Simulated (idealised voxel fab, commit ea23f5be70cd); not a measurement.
A process module follows: voxel transistor to metal.
For reference, the cross-section in this document is cut, with width 300 nm and square cells of 5 nm.
Cross-section layout: square cells on a grid; listed as bands, top to bottom; a band spans one or more cell rows.
The entry gives the band's vertical extent as a top height and a bottom height in nm, then its horizontal make-up as materials from left to right, each with a width in nm. "empty" stands for empty space; a single material marked "throughout" fills the band edge to edge.
Height reference: 0 = level under which incoming wafer is all one material. Lowest band: no bottom, runs on downward, e.g. "0 nm and below".
Think of "30->40" as a width that walks from the first number to the second as you go down the band, top row to bottom row, taking equal-sized steps from row to row.
Where a step carries "no modifications", the cross-section came out of it unchanged, cell for cell.
"Enclosed void inventory" contains a list of empty spaces, each no smaller than 8 cells and without an open way to the top, written in the form width x height at distance with the distance from the left edge and all three in nm.
Where a step's line continues beyond its settings, the continuation is a remark by the simulator itself on that step.
"overlay nm" on a masked step: distance the mask lay right of its planned place, negative for left.

# The planned process steps are enumerated hereunder
1: RECEIVE, material Si
2: OXIDIZE, depth nm 5
3: CONFORMAL_DEP, material SiN, thk nm 15
4: PATTERN, tone cover, mask id ACTIVE, material resist, width nm 90, pitch nm 110, thk nm 20, overlay nm 0
5: DIRECTIONAL_ETCH, etch materials SiN, depth nm 15
6: DIRECTIONAL_ETCH, etch materials SiO2, depth nm 5
7: DIRECTIONAL_ETCH, etch materials Si, depth nm 30
8: STRIP, etch materials resist
9: OXIDIZE, depth nm 5
10: FILL_DEP, material SiO2, thk nm 10
11: CMP, height nm 15
12: SELECTIVE_ETCH, etch materials SiO2, depth nm 5
13: STRIP, etch materials SiN
14: SELECTIVE_ETCH, etch materials SiO2, depth nm 5
15: OXIDIZE, depth nm 5
16: DIRECTIONAL_DEP, material polySi, thk nm 30
17: DIRECTIONAL_DEP, material SiCN, thk nm 10
18: MASKED_ETCH, tone cover, mask id GATE, width nm 20, pitch nm 110, etch materials SiCN, depth nm 20, overlay nm 0
19: MASKED_ETCH, tone cover, mask id GATE, width nm 20, pitch nm 110, etch materials polySi, depth nm 40, overlay nm 0
20: CONFORMAL_DEP, material SiO2, thk nm 5
21: DIRECTIONAL_ETCH, etch materials SiO2, depth nm 5
22: CONFORMAL_DEP, material SiN, thk nm 5
23: DIRECTIONAL_ETCH, etch materials SiN, depth nm 5
24: DIRECTIONAL_ETCH, etch materials SiO2, depth nm 5
25: DIRECTIONAL_ETCH, etch materials Si, depth nm 15
26: EPI, material SiGe, thk nm 15
27: FILL_DEP, material SiO2, thk nm 5
28: CMP, height nm 35
29: DIRECTIONAL_DEP, material SiO2, thk nm 10
30: DIRECTIONAL_DEP, material aC, thk nm 15
31: PATTERN, tone open, mask id CONTACT, material resist, width nm 15, thk nm 35, overlay nm 0
32: DIRECTIONAL_ETCH, etch materials aC, depth nm 15
33: STRIP, etch materials resist
34: DIRECTIONAL_ETCH, etch materials SiO2, depth nm 55
35: STRIP, etch materials aC
36: CONFORMAL_DEP, material TiN, thk nm 5
37: FILL_DEP, material W, thk nm 5
38: CMP, height nm 45
39: DIRECTIONAL_DEP, material TiN, thk nm 5
40: DIRECTIONAL_DEP, material Ru, thk nm 20
41: PATTERN, tone cover, mask id METAL_1, material resist, width nm 15, thk nm 15, overlay nm 0
42: DIRECTIONAL_ETCH, etch materials Ru, depth nm 20
43: DIRECTIONAL_ETCH, etch materials TiN, depth nm 5
44: STRIP, etch materials resist
45: CONFORMAL_DEP, material SiN, thk nm 5
46: FILL_DEP, material SiO2, thk nm 10
47: CMP, height nm 70
48: CONFORMAL_DEP, material SiCN, thk nm 5

# as received, after step 1
	0 nm and below  Si throughout
	Enclosed void inventory: none

# End-of-module XS, first of two wafers, run as planned
	75 nm to 70 nm  SiCN throughout
	70 nm to 50 nm  SiO2 (50)  SiN (5)  Ru (15)  SiN (5)  SiO2 (40)  SiN (5)  Ru (15)  SiN (5)  SiO2 (20)  SiN (5)  Ru (15)  SiN (5)  SiO2 (40)  SiN (5)  Ru (15)  SiN (5)  SiO2 (50)
	50 nm to 45 nm  SiN (55)  TiN (15)  SiN (50)  TiN (15)  SiN (30)  TiN (15)  SiN (50)  TiN (15)  SiN (55)
	45 nm to 35 nm  SiO2 (55)  TiN (5)  W (5)  TiN (5)  SiO2 (50)  TiN (5)  W (5)  TiN (5)  SiO2 (30)  TiN (5)  W (5)  TiN (5)  SiO2 (50)  TiN (5)  W (5)  TiN (5)  SiO2 (55)
	35 nm to 25 nm  SiO2 (55)  TiN (5)  W (5)  TiN (5)  SiO2 (5)  SiN (5)  SiO2 (5)  SiCN (20)  SiO2 (5)  SiN (5)  SiO2 (5)  TiN (5)  W (5)  TiN (5)  SiO2 (30)  TiN (5)  W (5)  TiN (5)  SiO2 (5)  SiN (5)  SiO2 (5)  SiCN (20)  SiO2 (5)  SiN (5)  SiO2 (5)  TiN (5)  W (5)  TiN (5)  SiO2 (55)
	25 nm to 10 nm  SiO2 (55)  TiN (5)  W (5)  TiN (5)  SiO2 (5)  SiN (5)  SiO2 (5)  polySi (20)  SiO2 (5)  SiN (5)  SiO2 (5)  TiN (5)  W (5)  TiN (5)  SiO2 (30)  TiN (5)  W (5)  TiN (5)  SiO2 (5)  SiN (5)  SiO2 (5)  polySi (20)  SiO2 (5)  SiN (5)  SiO2 (5)  TiN (5)  W (5)  TiN (5)  SiO2 (55)
	10 nm to 5 nm  SiO2 (55)  TiN (15)  SiO2 (5)  SiN (5)  SiO2 (5)  polySi (20)  SiO2 (5)  SiN (5)  SiO2 (5)  TiN (15)  SiO2 (30)  TiN (15)  SiO2 (5)  SiN (5)  SiO2 (5)  polySi (20)  SiO2 (5)  SiN (5)  SiO2 (5)  TiN (15)  SiO2 (55)
	5 nm to -5 nm  SiO2 (50)  SiN (5)  TiN (5)  SiGe (15)  SiN (5)  SiO2 (5)  polySi (20)  SiO2 (5)  SiN (5)  SiGe (15)  TiN (5)  SiN (5)  SiO2 (20)  SiN (5)  TiN (5)  SiGe (15)  SiN (5)  SiO2 (5)  polySi (20)  SiO2 (5)  SiN (5)  SiGe (15)  TiN (5)  SiN (5)  SiO2 (50)
	-5 nm to -10 nm  SiO2 (55)  TiN (5)  SiGe (15)  SiO2 (40)  SiGe (15)  TiN (5)  SiO2 (30)  TiN (5)  SiGe (15)  SiO2 (40)  SiGe (15)  TiN (5)  SiO2 (55)
	-10 nm to -25 nm  SiO2 (55)  SiGe (20)  Si (40)  SiGe (20)  SiO2 (30)  SiGe (20)  Si (40)  SiGe (20)  SiO2 (55)
	-25 nm to -40 nm  SiO2 (55)  Si (80)  SiO2 (30)  Si (80)  SiO2 (55)
	-40 nm and below  Si throughout
	Enclosed void inventory: none

# Cross-section, second wafer: same start as the first, same plan as the first, one mistake in running it; taken at the end of the module
	75 nm to 70 nm  SiCN throughout
	70 nm to 50 nm  SiO2 (50)  SiN (5)  Ru (15)  SiN (5)  SiO2 (40)  SiN (5)  Ru (15)  SiN (5)  SiO2 (20)  SiN (5)  Ru (15)  SiN (5)  SiO2 (40)  SiN (5)  Ru (15)  SiN (5)  SiO2 (50)
	50 nm to 45 nm  SiN (55)  TiN (15)  SiN (50)  TiN (15)  SiN (30)  TiN (15)  SiN (50)  TiN (15)  SiN (55)
	45 nm to 35 nm  SiO2 (55)  TiN (5)  W (5)  TiN (5)  SiO2 (50)  TiN (5)  W (5)  TiN (5)  SiO2 (30)  TiN (5)  W (5)  TiN (5)  SiO2 (50)  TiN (5)  W (5)  TiN (5)  SiO2 (55)
	35 nm to 25 nm  SiO2 (55)  TiN (5)  W (5)  TiN (5)  SiO2 (5)  SiN (5)  SiO2 (5)  SiCN (20)  SiO2 (5)  SiN (5)  SiO2 (5)  TiN (5)  W (5)  TiN (5)  SiO2 (30)  TiN (5)  W (5)  TiN (5)  SiO2 (5)  SiN (5)  SiO2 (5)  SiCN (20)  SiO2 (5)  SiN (5)  SiO2 (5)  TiN (5)  W (5)  TiN (5)  SiO2 (55)
	25 nm to 10 nm  SiO2 (55)  TiN (5)  W (5)  TiN (5)  SiN (5)  SiO2 (5)  polySi (25)  SiO2 (5)  SiN (5)  SiO2 (5)  TiN (5)  W (5)  TiN (5)  SiO2 (30)  TiN (5)  W (5)  TiN (5)  SiN (5)  SiO2 (5)  polySi (25)  SiO2 (5)  SiN (5)  SiO2 (5)  TiN (5)  W (5)  TiN (5)  SiO2 (55)
	10 nm to 5 nm  SiO2 (55)  TiN (15)  SiN (5)  SiO2 (5)  polySi (25)  SiO2 (5)  SiN (5)  SiO2 (5)  TiN (15)  SiO2 (30)  TiN (15)  SiN (5)  SiO2 (5)  polySi (25)  SiO2 (5)  SiN (5)  SiO2 (5)  TiN (15)  SiO2 (55)
	5 nm to -5 nm  SiO2 (50)  SiN (5)  SiGe (15)  SiN (5)  SiO2 (5)  polySi (25)  SiO2 (5)  SiN (5)  SiGe (15)  TiN (5)  SiN (5)  SiO2 (20)  SiN (5)  SiGe (15)  SiN (5)  SiO2 (5)  polySi (25)  SiO2 (5)  SiN (5)  SiGe (15)  TiN (5)  SiN (5)  SiO2 (50)
	-5 nm to -10 nm  SiO2 (55)  SiGe (15)  SiO2 (45)  SiGe (15)  TiN (5)  SiO2 (30)  SiGe (15)  SiO2 (45)  SiGe (15)  TiN (5)  SiO2 (55)
	-10 nm to -25 nm  SiO2 (55)  SiGe (15)  Si (45)  SiGe (20)  SiO2 (30)  SiGe (15)  Si (45)  SiGe (20)  SiO2 (55)
	-25 nm to -40 nm  SiO2 (55)  Si (80)  SiO2 (30)  Si (80)  SiO2 (55)
	-40 nm and below  Si throughout
	Enclosed void inventory: none
Plan not followed: step 19 deviated from plan and actually ran as MASKED_ETCH, tone cover, mask id GATE, width nm 20, pitch nm 110, etch materials polySi, depth nm 40, overlay nm -5
Final wafer comparison in cells, second versus first, more or fewer per material: 6 more of Si; 6 fewer of SiGe; 6 fewer of SiO2; 6 fewer of TiN; 12 more of polySi
